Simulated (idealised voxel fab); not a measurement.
The document below concerns the process module designated voxel released beams.
Square cells of 5 nm make up the cross-section cut, whose width is 260 nm.
Square cells in a grid make up a cross-section in this document, and the grid is given as bands, listed from the top down, each one or more rows of cells. Quick guide to a band line: top height, bottom height (nm) up front; then every material left to right with its width in nm. Only one material and it's marked "edge to edge"? Then it fills the band edge to edge. And "empty" just means empty space. Ref level 0: as-received wafer is one material below here. Bottom band extends down with no lower bound ("0..down"). A width given as "30..40" starts at the first number in the band's top row and ends at the second number in its bottom row, shifting by an equal amount at every step from row to row. Where the words "nothing got changed" appear for a step, the cross-section shows no cell changed by that step; every cell remained as before. Reported under the label "Sealed-off cavities" are the empty spaces having no open way to the top and comprising 8 cells or more; the notation for each is width x height at distance, in which the distance is measured from the left edge and all three values are in nm. Heads up: the bit after the settings on a step's line is the simulator's remark on that step. "overlay nm" denotes, for a step that has a mask, the displacement of the mask to the right of its planned place, with negative values corresponding to the left.
Process steps foreseen in the plan:
1 RECEIVE: material Si
2 CONFORMAL_DEP: material SiN, thk nm 10
3 DIRECTIONAL_DEP: material SiO2, thk nm 20
4 PATTERN: tone open, mask id ANCHOR, material resist, width nm 45, thk nm 15, overlay nm -15
5 DIRECTIONAL_ETCH: etch materials SiO2, depth nm 20
6 STRIP: etch materials resist
7 CONFORMAL_DEP: material polySi, thk nm 15
8 DIRECTIONAL_DEP: material aC, thk nm 10
9 PATTERN: tone cover, mask id BEAM, material resist, width nm 95, thk nm 25, overlay nm 0
10 DIRECTIONAL_ETCH: etch materials aC, depth nm 10
11 STRIP: etch materials resist
12 DIRECTIONAL_ETCH: etch materials polySi, depth nm 15
13 STRIP: etch materials aC
14 STRIP: etch materials SiO2
Wafers differ in overlay nm at step 4; plan lists the first wafer's value; identical starting state.
First wafer of several, as received: cross-section after step 1:
> 0..down = Si edge to edge
> Sealed-off cavities: none
Where each wafer stands at the end of the module, a row apiece: cells of each material gained (+) or lost (-) since it was received, then closed voids:
overlay nm -15, +104 SiN, +81 polySi, Sealed-off cavities: none
overlay nm -10, +104 SiN, +81 polySi, Sealed-off cavities: none
overlay nm -5, +104 SiN, +81 polySi, Sealed-off cavities: none
overlay nm 0, +104 SiN, +81 polySi, Sealed-off cavities: none
overlay nm 5, +104 SiN, +81 polySi, Sealed-off cavities: none
overlay nm 10, +104 SiN, +81 polySi, Sealed-off cavities: none
overlay nm 15, +104 SiN, +81 polySi, Sealed-off cavities: none
